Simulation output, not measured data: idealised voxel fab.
Process module in this document: voxel wiring stack
Cross-section cut spans 230 nm and uses square cells 5 nm in size.
Cross-section spec: square-cell grid; bands listed top down; each band is one or more rows. Top height, bottom height, nm. Materials left to right, width each, nm. Single material + "all across" = fills band edge to edge. "blank" = empty. Below 0: as-received wafer, all one material; heights counted from there. Lowest band: no bottom, goes on down, written "0 down". The expression "30->40" gives the width at the extremes of the band, the first number at its top row of cells and the second at its bottom row, with the width changing by equal amounts from each row to the next in between. Given "same as before" for a step, no cell of the cross-section differs between before and after that step. Empty spaces counting at least 8 cells and having no open way to the top are listed in "Enclosed void list". The notation width x height at distance is used for each, the distance being from the left edge and all three values in nm. On a step's line, text after the settings is the simulator commenting on that step. Each step line may optionally specify "overlay nm", which for a step with a mask gives the rightward distance between the mask's planned place and where it lay, a negative value indicating the leftward direction. Read each pair as before and after one process step. The after cross-section shows only down to the lowest band that changed. The step between them and its settings are given below the pair. Pairs can come from different runs of this module on the same starting wafer. A pair continues from the pair above only where its "Prior state" entry says so.

Prior state:
* 100 to 85 | blank (50), resist (20), blank (15), resist (20), blank (15), resist (20), blank (15), resist (20), blank (55)
* 85 to 65 | blank (50), W (20), blank (15), W (20), blank (15), W (20), blank (15), W (20), blank (55)
* 65 to 60 | blank (50), TiN (20), blank (15), TiN (20), blank (15), TiN (20), blank (15), TiN (20), blank (55)
* 60 to 45 | lowk (50), TiN (5), Cu (10), TiN (5), lowk (15), TiN (5), Cu (10), TiN (5), lowk (15), TiN (5), Cu (10), TiN (5), lowk (15), TiN (5), Cu (10), TiN (5), lowk (55)
* 45 to 40 | lowk (50), TiN (5), Cu (5), TiN (10), lowk (15), TiN (5), Cu (5), TiN (10), lowk (15), TiN (5), Cu (5), TiN (10), lowk (15), TiN (5), Cu (5), TiN (10), lowk (55)
* 40 to 35 | SiCN (50), TiN (15), SiCN (20), TiN (15), SiCN (20), TiN (15), SiCN (20), TiN (15), SiCN (60)
* 35 to 30 | SiCN (45), Ru (30), SiCN (5), Ru (30), SiCN (5), Ru (30), SiCN (5), Ru (30), SiCN (50)
* 30 to 15 | SiO2 (50), TiN (5), W (10), TiN (5), SiO2 (15), TiN (5), W (10), TiN (5), SiO2 (15), TiN (5), W (10), TiN (5), SiO2 (15), TiN (5), W (10), TiN (5), SiO2 (55)
* 15 to 10 | SiCN (50), TiN (20), SiCN (15), TiN (20), SiCN (15), TiN (20), SiCN (15), TiN (20), SiCN (55)
* 10 to 0 | SiO2 all across
* 0 down | Si all across
* Enclosed void list: none

Resultant Cross-Section:
* 85 to 65 | blank (50), W (20), blank (15), W (20), blank (15), W (20), blank (15), W (20), blank (55)
* Below 65 it's all the same as before, nothing changed down there.
* Enclosed void list: none
Step sandwiched between the two cross-sections above: STRIP,etch materials resist

Prior state: taken from the pair above, after panel.

Resultant Cross-Section:
* 95 to 85 | lowk all across
* 85 to 65 | lowk (50), W (20), lowk (15), W (20), lowk (15), W (20), lowk (15), W (20), lowk (55)
* 65 to 60 | lowk (50), TiN (20), lowk (15), TiN (20), lowk (15), TiN (20), lowk (15), TiN (20), lowk (55)
* Below 60 it's all the same as before, nothing changed down there.
* Enclosed void list: none
Step sandwiched between the two cross-sections above: FILL_DEP,material lowk,thk nm 10

Prior state: taken from the pair above, after panel.

Resultant Cross-Section:
* 85 to 65 | lowk (50), W (20), lowk (15), W (20), lowk (15), W (20), lowk (15), W (20), lowk (55)
* Below 65 it's all the same as before, nothing changed down there.
* Enclosed void list: none
Step sandwiched between the two cross-sections above: CMP,height nm 85

Prior state: taken from the pair above, after panel.

Resultant Cross-Section:
* 90 to 85 | SiCN all across
* Below 85 it's all the same as before, nothing changed down there.
* Enclosed void list: none
Step sandwiched between the two cross-sections above: CONFORMAL_DEP,material SiCN,thk nm 5

Prior state: taken from the pair above, after panel.

Resultant Cross-Section:
* 120 to 90 | SiO2 all across
* Below 90 it's all the same as before, nothing changed down there.
* Enclosed void list: none
Step sandwiched between the two cross-sections above: DIRECTIONAL_DEP,material SiO2,thk nm 30

Prior state: taken from the pair above, after panel.

Resultant Cross-Section:
* 130 to 120 | aC all across
* Below 120 it's all the same as before, nothing changed down there.
* Enclosed void list: none
Step sandwiched between the two cross-sections above: DIRECTIONAL_DEP,material aC,thk nm 10

Prior state: taken from the pair above, after panel.

Resultant Cross-Section:
* 155 to 130 | resist (50), blank (15), resist (55), blank (15), resist (95)
* Below 130 it's all the same as before, nothing changed down there.
* Enclosed void list: none
Step sandwiched between the two cross-sections above: PATTERN,tone open,mask id METAL_3_HOLES,material resist,width nm 15,pitch nm 70,thk nm 25,overlay nm 0

Prior state: taken from the pair above, after panel.

Resultant Cross-Section:
* 145 to 130 | resist (50), blank (15), resist (55), blank (15), resist (95)
* 130 to 120 | aC (50), blank (15), aC (55), blank (15), aC (95)
* Below 120 it's all the same as before, nothing changed down there.
* Enclosed void list: none
Step sandwiched between the two cross-sections above: DIRECTIONAL_ETCH,etch materials aC,depth nm 10

Prior state: taken from the pair above, after panel.

Resultant Cross-Section:
* 130 to 120 | aC (50), blank (15), aC (55), blank (15), aC (95)
* Below 120 it's all the same as before, nothing changed down there.
* Enclosed void list: none
Step sandwiched between the two cross-sections above: STRIP,etch materials resist

Prior state: taken from the pair above, after panel.

Resultant Cross-Section:
* 130 to 120 | aC (50), blank (15), aC (55), blank (15), aC (95)
* 120 to 90 | SiO2 (50), blank (15), SiO2 (55), blank (15), SiO2 (95)
* Below 90 it's all the same as before, nothing changed down there.
* Enclosed void list: none
Step sandwiched between the two cross-sections above: DIRECTIONAL_ETCH,etch materials SiO2,depth nm 30

Prior state: taken from the pair above, after panel.

Resultant Cross-Section:
* 120 to 90 | SiO2 (50), blank (15), SiO2 (55), blank (15), SiO2 (95)
* Below 90 it's all the same as before, nothing changed down there.
* Enclosed void list: none
Step sandwiched between the two cross-sections above: STRIP,etch materials aC

Prior state: taken from the pair above, after panel.

Resultant Cross-Section:
* 140 to 120 | resist (50), blank (20), resist (15), blank (20), resist (15), blank (20), resist (15), blank (20), resist (55)
* Below 120 it's all the same as before, nothing changed down there.
* Enclosed void list: none
Step sandwiched between the two cross-sections above: PATTERN,tone open,mask id METAL_3,material resist,width nm 20,pitch nm 35,thk nm 20,overlay nm 0

Prior state: taken from the pair above, after panel.

Resultant Cross-Section:
* 140 to 120 | resist (50), blank (20), resist (15), blank (20), resist (15), blank (20), resist (15), blank (20), resist (55)
* 120 to 105 | SiO2 (50), blank (20), SiO2 (15), blank (20), SiO2 (15), blank (20), SiO2 (15), blank (20), SiO2 (55)
* Below 105 it's all the same as before, nothing changed down there.
* Enclosed void list: none
Step sandwiched between the two cross-sections above: DIRECTIONAL_ETCH,etch materials SiO2,depth nm 15

Prior state: taken from the pair above, after panel.

Resultant Cross-Section:
* 140 to 120 | resist (50), blank (20), resist (15), blank (20), resist (15), blank (20), resist (15), blank (20), resist (55)
* 120 to 105 | SiO2 (50), blank (20), SiO2 (15), blank (20), SiO2 (15), blank (20), SiO2 (15), blank (20), SiO2 (55)
* 105 to 90 | SiO2 (50), blank (15), SiO2 (55), blank (15), SiO2 (95)
* 90 to 85 | SiCN (50), blank (15), SiCN (55), blank (15), SiCN (95)
* Below 85 it's all the same as before, nothing changed down there.
* Enclosed void list: none
Step sandwiched between the two cross-sections above: DIRECTIONAL_ETCH,etch materials SiCN,depth nm 5

Prior state: taken from the pair above, after panel.

Resultant Cross-Section:
* 120 to 105 | SiO2 (50), blank (20), SiO2 (15), blank (20), SiO2 (15), blank (20), SiO2 (15), blank (20), SiO2 (55)
* Below 105 it's all the same as before, nothing changed down there.
* Enclosed void list: none
Step sandwiched between the two cross-sections above: STRIP,etch materials resist

Prior state: taken from the pair above, after panel.

Resultant Cross-Section:
* 125 to 120 | TiN (55), blank (10), TiN (25), blank (10), TiN (25), blank (10), TiN (25), blank (10), TiN (60)
* 120 to 110 | SiO2 (50), TiN (5), blank (10), TiN (5), SiO2 (15), TiN (5), blank (10), TiN (5), SiO2 (15), TiN (5), blank (10), TiN (5), SiO2 (15), TiN (5), blank (10), TiN (5), SiO2 (55)
* 110 to 105 | SiO2 (50), TiN (5), blank (5), TiN (10), SiO2 (15), TiN (20), SiO2 (15), TiN (5), blank (5), TiN (10), SiO2 (15), TiN (20), SiO2 (55)
* 105 to 90 | SiO2 (50), TiN (5), blank (5), TiN (5), SiO2 (55), TiN (5), blank (5), TiN (5), SiO2 (95)
* 90 to 85 | SiCN (50), TiN (15), SiCN (55), TiN (15), SiCN (95)
* Below 85 it's all the same as before, nothing changed down there.
* Enclosed void list: none
Step sandwiched between the two cross-sections above: CONFORMAL_DEP,material TiN,thk nm 5

Prior state: taken from the pair above, after panel.

Resultant Cross-Section:
* 130 to 125 | Cu all across
* 125 to 120 | TiN (55), Cu (10), TiN (25), Cu (10), TiN (25), Cu (10), TiN (25), Cu (10), TiN (60)
* 120 to 110 | SiO2 (50), TiN (5), Cu (10), TiN (5), SiO2 (15), TiN (5), Cu (10), TiN (5), SiO2 (15), TiN (5), Cu (10), TiN (5), SiO2 (15), TiN (5), Cu (10), TiN (5), SiO2 (55)
* 110 to 105 | SiO2 (50), TiN (5), Cu (5), TiN (10), SiO2 (15), TiN (20), SiO2 (15), TiN (5), Cu (5), TiN (10), SiO2 (15), TiN (20), SiO2 (55)
* 105 to 90 | SiO2 (50), TiN (5), Cu (5), TiN (5), SiO2 (55), TiN (5), Cu (5), TiN (5), SiO2 (95)
* Below 90 it's all the same as before, nothing changed down there.
* Enclosed void list: none
Step sandwiched between the two cross-sections above: FILL_DEP,material Cu,thk nm 5

Prior state: taken from the pair above, after panel.

Resultant Cross-Section:
* 120 to 110 | SiO2 (50), TiN (5), Cu (10), TiN (5), SiO2 (15), TiN (5), Cu (10), TiN (5), SiO2 (15), TiN (5), Cu (10), TiN (5), SiO2 (15), TiN (5), Cu (10), TiN (5), SiO2 (55)
* Below 110 it's all the same as before, nothing changed down there.
* Enclosed void list: none
Step sandwiched between the two cross-sections above: CMP,height nm 120

Prior state: taken from the pair above, after panel.

Resultant Cross-Section:
* 125 to 120 | SiCN all across
* Below 120 it's all the same as before, nothing changed down there.
* Enclosed void list: none
Step sandwiched between the two cross-sections above: CONFORMAL_DEP,material SiCN,thk nm 5

Prior state:
* 30 to 15 | SiO2 (50), blank (20), SiO2 (15), blank (20), SiO2 (15), blank (20), SiO2 (15), blank (20), SiO2 (55)
* 15 to 10 | SiCN all across
* 10 to 0 | SiO2 all across
* 0 down | Si all across
* Enclosed void list: none

Resultant Cross-Section:
* 30 to 15 | SiO2 (50), blank (20), SiO2 (15), blank (20), SiO2 (15), blank (20), SiO2 (15), blank (20), SiO2 (55)
* 15 to 10 | SiCN (60), blank (10), SiCN (25), blank (10), SiCN (25), blank (10), SiCN (25), blank (10), SiCN (55)
* Below 10 it's all the same as before, nothing changed down there.
* Enclosed void list: none
Step sandwiched between the two cross-sections above: MASKED_ETCH,tone open,mask id METAL_1,width nm 20,pitch nm 35,etch materials SiCN,depth nm 5,overlay nm 10

Prior state: taken from the pair above, after panel.

Resultant Cross-Section:
* 35 to 30 | TiN (55), blank (10), TiN (25), blank (10), TiN (25), blank (10), TiN (25), blank (10), TiN (60)
* 30 to 20 | SiO2 (50), TiN (5), blank (10), TiN (5), SiO2 (15), TiN (5), blank (10), TiN (5), SiO2 (15), TiN (5), blank (10), TiN (5), SiO2 (15), TiN (5), blank (10), TiN (5), SiO2 (55)
* 20 to 15 | SiO2 (50), TiN (20), SiO2 (15), TiN (20), SiO2 (15), TiN (20), SiO2 (15), TiN (20), SiO2 (55)
* 15 to 10 | SiCN (60), TiN (10), SiCN (25), TiN (10), SiCN (25), TiN (10), SiCN (25), TiN (10), SiCN (55)
* Below 10 it's all the same as before, nothing changed down there.
* Enclosed void list: none
Step sandwiched between the two cross-sections above: CONFORMAL_DEP,material TiN,thk nm 5

Prior state: taken from the pair above, after panel.

Resultant Cross-Section:
* 40 to 35 | W all across
* 35 to 30 | TiN (55), W (10), TiN (25), W (10), TiN (25), W (10), TiN (25), W (10), TiN (60)
* 30 to 20 | SiO2 (50), TiN (5), W (10), TiN (5), SiO2 (15), TiN (5), W (10), TiN (5), SiO2 (15), TiN (5), W (10), TiN (5), SiO2 (15), TiN (5), W (10), TiN (5), SiO2 (55)
* Below 20 it's all the same as before, nothing changed down there.
* Enclosed void list: none
Step sandwiched between the two cross-sections above: FILL_DEP,material W,thk nm 5

Prior state: taken from the pair above, after panel.

Resultant Cross-Section:
* 30 to 20 | SiO2 (50), TiN (5), W (10), TiN (5), SiO2 (15), TiN (5), W (10), TiN (5), SiO2 (15), TiN (5), W (10), TiN (5), SiO2 (15), TiN (5), W (10), TiN (5), SiO2 (55)
* Below 20 it's all the same as before, nothing changed down there.
* Enclosed void list: none
Step sandwiched between the two cross-sections above: CMP,height nm 30

Prior state: taken from the pair above, after panel.

Resultant Cross-Section:
* 35 to 30 | blank (45), Ru (30), blank (5), Ru (30), blank (5), Ru (30), blank (5), Ru (30), blank (50)
* Below 30 it's all the same as before, nothing changed down there.
* Enclosed void list: none
Step sandwiched between the two cross-sections above: EPI,material Ru,thk nm 5

Prior state: taken from the pair above, after panel.

Resultant Cross-Section:
* 40 to 35 | SiCN all across
* 35 to 30 | SiCN (45), Ru (30), SiCN (5), Ru (30), SiCN (5), Ru (30), SiCN (5), Ru (30), SiCN (50)
* Below 30 it's all the same as before, nothing changed down there.
* Enclosed void list: none
Step sandwiched between the two cross-sections above: FILL_DEP,material SiCN,thk nm 5

Prior state: taken from the pair above, after panel.

Resultant Cross-Section:
* 60 to 40 | lowk all across
* Below 40 it's all the same as before, nothing changed down there.
* Enclosed void list: none
Step sandwiched between the two cross-sections above: DIRECTIONAL_DEP,material lowk,thk nm 20

Prior state: taken from the pair above, after panel.

Resultant Cross-Section:
* 60 to 40 | lowk (50), blank (15), lowk (20), blank (15), lowk (20), blank (15), lowk (20), blank (15), lowk (60)
* Below 40 it's all the same as before, nothing changed down there.
* Enclosed void list: none
Step sandwiched between the two cross-sections above: MASKED_ETCH,tone open,mask id PLUG_1,width nm 15,pitch nm 35,etch materials lowk,depth nm 20,overlay nm 0

Prior state: taken from the pair above, after panel.

Resultant Cross-Section:
* 60 to 40 | lowk (50), blank (15), lowk (20), blank (15), lowk (20), blank (15), lowk (20), blank (15), lowk (60)
* 40 to 35 | SiCN (50), blank (15), SiCN (20), blank (15), SiCN (20), blank (15), SiCN (20), blank (15), SiCN (60)
* Below 35 it's all the same as before, nothing changed down there.
* Enclosed void list: none
Step sandwiched between the two cross-sections above: MASKED_ETCH,tone open,mask id PLUG_1,width nm 15,pitch nm 35,etch materials SiCN,depth nm 5,overlay nm 0

Prior state: taken from the pair above, after panel.

Resultant Cross-Section:
* 65 to 60 | TiN (55), blank (5), TiN (30), blank (5), TiN (30), blank (5), TiN (30), blank (5), TiN (65)
* 60 to 40 | lowk (50), TiN (5), blank (5), TiN (5), lowk (20), TiN (5), blank (5), TiN (5), lowk (20), TiN (5), blank (5), TiN (5), lowk (20), TiN (5), blank (5), TiN (5), lowk (60)
* 40 to 35 | SiCN (50), TiN (15), SiCN (20), TiN (15), SiCN (20), TiN (15), SiCN (20), TiN (15), SiCN (60)
* Below 35 it's all the same as before, nothing changed down there.
* Enclosed void list: none
Step sandwiched between the two cross-sections above: CONFORMAL_DEP,material TiN,thk nm 5

Prior state: taken from the pair above, after panel.

Resultant Cross-Section:
* 75 to 65 | Cu all across
* 65 to 60 | TiN (55), Cu (5), TiN (30), Cu (5), TiN (30), Cu (5), TiN (30), Cu (5), TiN (65)
* 60 to 40 | lowk (50), TiN (5), Cu (5), TiN (5), lowk (20), TiN (5), Cu (5), TiN (5), lowk (20), TiN (5), Cu (5), TiN (5), lowk (20), TiN (5), Cu (5), TiN (5), lowk (60)
* Below 40 it's all the same as before, nothing changed down there.
* Enclosed void list: none
Step sandwiched between the two cross-sections above: FILL_DEP,material Cu,thk nm 10

Prior state: taken from the pair above, after panel.

Resultant Cross-Section:
* 60 to 40 | lowk (50), TiN (5), Cu (5), TiN (5), lowk (20), TiN (5), Cu (5), TiN (5), lowk (20), TiN (5), Cu (5), TiN (5), lowk (20), TiN (5), Cu (5), TiN (5), lowk (60)
* Below 40 it's all the same as before, nothing changed down there.
* Enclosed void list: none
Step sandwiched between the two cross-sections above: CMP,height nm 60

Prior state: taken from the pair above, after panel.

Resultant Cross-Section:
* 65 to 60 | TiN all across
* Below 60 it's all the same as before, nothing changed down there.
* Enclosed void list: none
Step sandwiched between the two cross-sections above: DIRECTIONAL_DEP,material TiN,thk nm 5

Prior state: taken from the pair above, after panel.

Resultant Cross-Section:
* 85 to 65 | W all across
* Below 65 it's all the same as before, nothing changed down there.
* Enclosed void list: none
Step sandwiched between the two cross-sections above: DIRECTIONAL_DEP,material W,thk nm 20

Prior state: taken from the pair above, after panel.

Resultant Cross-Section:
* 100 to 85 | blank (50), resist (20), blank (15), resist (20), blank (15), resist (20), blank (15), resist (20), blank (55)
* Below 85 it's all the same as before, nothing changed down there.
* Enclosed void list: none
Step sandwiched between the two cross-sections above: PATTERN,tone cover,mask id METAL_2,material resist,width nm 20,pitch nm 35,thk nm 15,overlay nm 0

Prior state: taken from the pair above, after panel.

Resultant Cross-Section:
* 100 to 85 | blank (50), resist (20), blank (15), resist (20), blank (15), resist (20), blank (15), resist (20), blank (55)
* 85 to 65 | blank (50), W (20), blank (15), W (20), blank (15), W (20), blank (15), W (20), blank (55)
* Below 65 it's all the same as before, nothing changed down there.
* Enclosed void list: none
Step sandwiched between the two cross-sections above: DIRECTIONAL_ETCH,etch materials W,depth nm 20

Prior state: taken from the pair above, after panel.

Resultant Cross-Section:
* 100 to 85 | blank (50), resist (20), blank (15), resist (20), blank (15), resist (20), blank (15), resist (20), blank (55)
* 85 to 65 | blank (50), W (20), blank (15), W (20), blank (15), W (20), blank (15), W (20), blank (55)
* 65 to 60 | blank (50), TiN (20), blank (15), TiN (20), blank (15), TiN (20), blank (15), TiN (20), blank (55)
* Below 60 it's all the same as before, nothing changed down there.
* Enclosed void list: none
Step sandwiched between the two cross-sections above: DIRECTIONAL_ETCH,etch materials TiN,depth nm 5

Prior state: taken from the pair above, after panel.

Resultant Cross-Section:
* 85 to 65 | blank (50), W (20), blank (15), W (20), blank (15), W (20), blank (15), W (20), blank (55)
* Below 65 it's all the same as before, nothing changed down there.
* Enclosed void list: none
Step sandwiched between the two cross-sections above: STRIP,etch materials resist

Prior state: taken from the pair above, after panel.

Resultant Cross-Section:
* 95 to 85 | lowk all across
* 85 to 65 | lowk (50), W (20), lowk (15), W (20), lowk (15), W (20), lowk (15), W (20), lowk (55)
* 65 to 60 | lowk (50), TiN (20), lowk (15), TiN (20), lowk (15), TiN (20), lowk (15), TiN (20), lowk (55)
* Below 60 it's all the same as before, nothing changed down there.
* Enclosed void list: none
Step sandwiched between the two cross-sections above: FILL_DEP,material lowk,thk nm 10

Prior state: taken from the pair above, after panel.

Resultant Cross-Section:
* 85 to 65 | lowk (50), W (20), lowk (15), W (20), lowk (15), W (20), lowk (15), W (20), lowk (55)
* Below 65 it's all the same as before, nothing changed down there.
* Enclosed void list: none
Step sandwiched between the two cross-sections above: CMP,height nm 85

Prior state: taken from the pair above, after panel.

Resultant Cross-Section:
* 90 to 85 | SiCN all across
* Below 85 it's all the same as before, nothing changed down there.
* Enclosed void list: none
Step sandwiched between the two cross-sections above: CONFORMAL_DEP,material SiCN,thk nm 5

Prior state: taken from the pair above, after panel.

Resultant Cross-Section:
* 120 to 90 | SiO2 all across
* Below 90 it's all the same as before, nothing changed down there.
* Enclosed void list: none
Step sandwiched between the two cross-sections above: DIRECTIONAL_DEP,material SiO2,thk nm 30

Prior state: taken from the pair above, after panel.

Resultant Cross-Section:
* 130 to 120 | aC all across
* Below 120 it's all the same as before, nothing changed down there.
* Enclosed void list: none
Step sandwiched between the two cross-sections above: DIRECTIONAL_DEP,material aC,thk nm 10

Prior state: taken from the pair above, after panel.

Resultant Cross-Section:
* 155 to 130 | resist (50), blank (15), resist (55), blank (15), resist (95)
* Below 130 it's all the same as before, nothing changed down there.
* Enclosed void list: none
Step sandwiched between the two cross-sections above: PATTERN,tone open,mask id METAL_3_HOLES,material resist,width nm 15,pitch nm 70,thk nm 25,overlay nm 0

Prior state: taken from the pair above, after panel.

Resultant Cross-Section:
* 145 to 130 | resist (50), blank (15), resist (55), blank (15), resist (95)
* 130 to 120 | aC (50), blank (15), aC (55), blank (15), aC (95)
* Below 120 it's all the same as before, nothing changed down there.
* Enclosed void list: none
Step sandwiched between the two cross-sections above: DIRECTIONAL_ETCH,etch materials aC,depth nm 10

Prior state: taken from the pair above, after panel.

Resultant Cross-Section:
* 130 to 120 | aC (50), blank (15), aC (55), blank (15), aC (95)
* Below 120 it's all the same as before, nothing changed down there.
* Enclosed void list: none
Step sandwiched between the two cross-sections above: STRIP,etch materials resist

Prior state: taken from the pair above, after panel.

Resultant Cross-Section:
* 130 to 120 | aC (50), blank (15), aC (55), blank (15), aC (95)
* 120 to 90 | SiO2 (50), blank (15), SiO2 (55), blank (15), SiO2 (95)
* Below 90 it's all the same as before, nothing changed down there.
* Enclosed void list: none
Step sandwiched between the two cross-sections above: DIRECTIONAL_ETCH,etch materials SiO2,depth nm 30

Prior state: taken from the pair above, after panel.

Resultant Cross-Section:
* 120 to 90 | SiO2 (50), blank (15), SiO2 (55), blank (15), SiO2 (95)
* Below 90 it's all the same as before, nothing changed down there.
* Enclosed void list: none
Step sandwiched between the two cross-sections above: STRIP,etch materials aC

Prior state: taken from the pair above, after panel.

Resultant Cross-Section:
* 140 to 120 | resist (50), blank (20), resist (15), blank (20), resist (15), blank (20), resist (15), blank (20), resist (55)
* Below 120 it's all the same as before, nothing changed down there.
* Enclosed void list: none
Step sandwiched between the two cross-sections above: PATTERN,tone open,mask id METAL_3,material resist,width nm 20,pitch nm 35,thk nm 20,overlay nm 0

Prior state: taken from the pair above, after panel.

Resultant Cross-Section:
* 140 to 120 | resist (50), blank (20), resist (15), blank (20), resist (15), blank (20), resist (15), blank (20), resist (55)
* 120 to 105 | SiO2 (50), blank (20), SiO2 (15), blank (20), SiO2 (15), blank (20), SiO2 (15), blank (20), SiO2 (55)
* Below 105 it's all the same as before, nothing changed down there.
* Enclosed void list: none
Step sandwiched between the two cross-sections above: DIRECTIONAL_ETCH,etch materials SiO2,depth nm 15

Prior state: taken from the pair above, after panel.

Resultant Cross-Section:
* 140 to 120 | resist (50), blank (20), resist (15), blank (20), resist (15), blank (20), resist (15), blank (20), resist (55)
* 120 to 105 | SiO2 (50), blank (20), SiO2 (15), blank (20), SiO2 (15), blank (20), SiO2 (15), blank (20), SiO2 (55)
* 105 to 90 | SiO2 (50), blank (15), SiO2 (55), blank (15), SiO2 (95)
* 90 to 85 | SiCN (50), blank (15), SiCN (55), blank (15), SiCN (95)
* Below 85 it's all the same as before, nothing changed down there.
* Enclosed void list: none
Step sandwiched between the two cross-sections above: DIRECTIONAL_ETCH,etch materials SiCN,depth nm 5

Prior state: taken from the pair above, after panel.

Resultant Cross-Section:
* 120 to 105 | SiO2 (50), blank (20), SiO2 (15), blank (20), SiO2 (15), blank (20), SiO2 (15), blank (20), SiO2 (55)
* Below 105 it's all the same as before, nothing changed down there.
* Enclosed void list: none
Step sandwiched between the two cross-sections above: STRIP,etch materials resist

Prior state: taken from the pair above, after panel.

Resultant Cross-Section:
* 125 to 120 | TiN (55), blank (10), TiN (25), blank (10), TiN (25), blank (10), TiN (25), blank (10), TiN (60)
* 120 to 110 | SiO2 (50), TiN (5), blank (10), TiN (5), SiO2 (15), TiN (5), blank (10), TiN (5), SiO2 (15), TiN (5), blank (10), TiN (5), SiO2 (15), TiN (5), blank (10), TiN (5), SiO2 (55)
* 110 to 105 | SiO2 (50), TiN (5), blank (5), TiN (10), SiO2 (15), TiN (20), SiO2 (15), TiN (5), blank (5), TiN (10), SiO2 (15), TiN (20), SiO2 (55)
* 105 to 90 | SiO2 (50), TiN (5), blank (5), TiN (5), SiO2 (55), TiN (5), blank (5), TiN (5), SiO2 (95)
* 90 to 85 | SiCN (50), TiN (15), SiCN (55), TiN (15), SiCN (95)
* Below 85 it's all the same as before, nothing changed down there.
* Enclosed void list: none
Step sandwiched between the two cross-sections above: CONFORMAL_DEP,material TiN,thk nm 5

Prior state: taken from the pair above, after panel.

Resultant Cross-Section:
* 130 to 125 | Cu all across
* 125 to 120 | TiN (55), Cu (10), TiN (25), Cu (10), TiN (25), Cu (10), TiN (25), Cu (10), TiN (60)
* 120 to 110 | SiO2 (50), TiN (5), Cu (10), TiN (5), SiO2 (15), TiN (5), Cu (10), TiN (5), SiO2 (15), TiN (5), Cu (10), TiN (5), SiO2 (15), TiN (5), Cu (10), TiN (5), SiO2 (55)
* 110 to 105 | SiO2 (50), TiN (5), Cu (5), TiN (10), SiO2 (15), TiN (20), SiO2 (15), TiN (5), Cu (5), TiN (10), SiO2 (15), TiN (20), SiO2 (55)
* 105 to 90 | SiO2 (50), TiN (5), Cu (5), TiN (5), SiO2 (55), TiN (5), Cu (5), TiN (5), SiO2 (95)
* Below 90 it's all the same as before, nothing changed down there.
* Enclosed void list: none
Step sandwiched between the two cross-sections above: FILL_DEP,material Cu,thk nm 5

Prior state: taken from the pair above, after panel.

Resultant Cross-Section:
* 120 to 110 | SiO2 (50), TiN (5), Cu (10), TiN (5), SiO2 (15), TiN (5), Cu (10), TiN (5), SiO2 (15), TiN (5), Cu (10), TiN (5), SiO2 (15), TiN (5), Cu (10), TiN (5), SiO2 (55)
* Below 110 it's all the same as before, nothing changed down there.
* Enclosed void list: none
Step sandwiched between the two cross-sections above: CMP,height nm 120

Prior state: taken from the pair above, after panel.

Resultant Cross-Section:
* 125 to 120 | SiCN all across
* Below 120 it's all the same as before, nothing changed down there.
* Enclosed void list: none
Step sandwiched between the two cross-sections above: CONFORMAL_DEP,material SiCN,thk nm 5

Prior state:
* 15 to 10 | SiCN all across
* 10 to 0 | SiO2 all across
* 0 down | Si all across
* Enclosed void list: none

Resultant Cross-Section:
* 30 to 15 | TiN all across
* Below 15 it's all the same as before, nothing changed down there.
* Enclosed void list: none
Step sandwiched between the two cross-sections above: DIRECTIONAL_DEP,material TiN,thk nm 15

Prior state: taken from the pair above, after panel.

Resultant Cross-Section:
* 35 to 15 | TiN all across
* Below 15 it's all the same as before, nothing changed down there.
* Enclosed void list: none
Step sandwiched between the two cross-sections above: CONFORMAL_DEP,material TiN,thk nm 5

Prior state: taken from the pair above, after panel.

Resultant Cross-Section:
* 40 to 35 | W all across
* Below 35 it's all the same as before, nothing changed down there.
* Enclosed void list: none
Step sandwiched between the two cross-sections above: FILL_DEP,material W,thk nm 5

Prior state: taken from the pair above, after panel.

Resultant Cross-Section:
* 30 to 15 | TiN all across
* Below 15 it's all the same as before, nothing changed down there.
* Enclosed void list: none
Step sandwiched between the two cross-sections above: CMP,height nm 30

Prior state: taken from the pair above, after panel.

Resultant Cross-Section:
* 35 to 30 | Ru all across
* Below 30 it's all the same as before, nothing changed down there.
* Enclosed void list: none
Step sandwiched between the two cross-sections above: EPI,material Ru,thk nm 5

Prior state: taken from the pair above, after panel.

Resultant Cross-Section:
* 40 to 35 | SiCN all across
* Below 35 it's all the same as before, nothing changed down there.
* Enclosed void list: none
Step sandwiched between the two cross-sections above: FILL_DEP,material SiCN,thk nm 5

Prior state: taken from the pair above, after panel.

Resultant Cross-Section:
* 60 to 40 | lowk all across
* Below 40 it's all the same as before, nothing changed down there.
* Enclosed void list: none
Step sandwiched between the two cross-sections above: DIRECTIONAL_DEP,material lowk,thk nm 20

Prior state: taken from the pair above, after panel.

Resultant Cross-Section:
* 60 to 40 | lowk (50), blank (15), lowk (20), blank (15), lowk (20), blank (15), lowk (20), blank (15), lowk (60)
* Below 40 it's all the same as before, nothing changed down there.
* Enclosed void list: none
Step sandwiched between the two cross-sections above: MASKED_ETCH,tone open,mask id PLUG_1,width nm 15,pitch nm 35,etch materials lowk,depth nm 20,overlay nm 0

Prior state: taken from the pair above, after panel.

Resultant Cross-Section:
* 60 to 40 | lowk (50), blank (15), lowk (20), blank (15), lowk (20), blank (15), lowk (20), blank (15), lowk (60)
* 40 to 35 | SiCN (50), blank (15), SiCN (20), blank (15), SiCN (20), blank (15), SiCN (20), blank (15), SiCN (60)
* Below 35 it's all the same as before, nothing changed down there.
* Enclosed void list: none
Step sandwiched between the two cross-sections above: MASKED_ETCH,tone open,mask id PLUG_1,width nm 15,pitch nm 35,etch materials SiCN,depth nm 5,overlay nm 0

Prior state: taken from the pair above, after panel.

Resultant Cross-Section:
* 65 to 60 | TiN (55), blank (5), TiN (30), blank (5), TiN (30), blank (5), TiN (30), blank (5), TiN (65)
* 60 to 40 | lowk (50), TiN (5), blank (5), TiN (5), lowk (20), TiN (5), blank (5), TiN (5), lowk (20), TiN (5), blank (5), TiN (5), lowk (20), TiN (5), blank (5), TiN (5), lowk (60)
* 40 to 35 | SiCN (50), TiN (15), SiCN (20), TiN (15), SiCN (20), TiN (15), SiCN (20), TiN (15), SiCN (60)
* Below 35 it's all the same as before, nothing changed down there.
* Enclosed void list: none
Step sandwiched between the two cross-sections above: CONFORMAL_DEP,material TiN,thk nm 5

Prior state: taken from the pair above, after panel.

Resultant Cross-Section:
* 75 to 65 | Cu all across
* 65 to 60 | TiN (55), Cu (5), TiN (30), Cu (5), TiN (30), Cu (5), TiN (30), Cu (5), TiN (65)
* 60 to 40 | lowk (50), TiN (5), Cu (5), TiN (5), lowk (20), TiN (5), Cu (5), TiN (5), lowk (20), TiN (5), Cu (5), TiN (5), lowk (20), TiN (5), Cu (5), TiN (5), lowk (60)
* Below 40 it's all the same as before, nothing changed down there.
* Enclosed void list: none
Step sandwiched between the two cross-sections above: FILL_DEP,material Cu,thk nm 10

Prior state: taken from the pair above, after panel.

Resultant Cross-Section:
* 60 to 40 | lowk (50), TiN (5), Cu (5), TiN (5), lowk (20), TiN (5), Cu (5), TiN (5), lowk (20), TiN (5), Cu (5), TiN (5), lowk (20), TiN (5), Cu (5), TiN (5), lowk (60)
* Below 40 it's all the same as before, nothing changed down there.
* Enclosed void list: none
Step sandwiched between the two cross-sections above: CMP,height nm 60
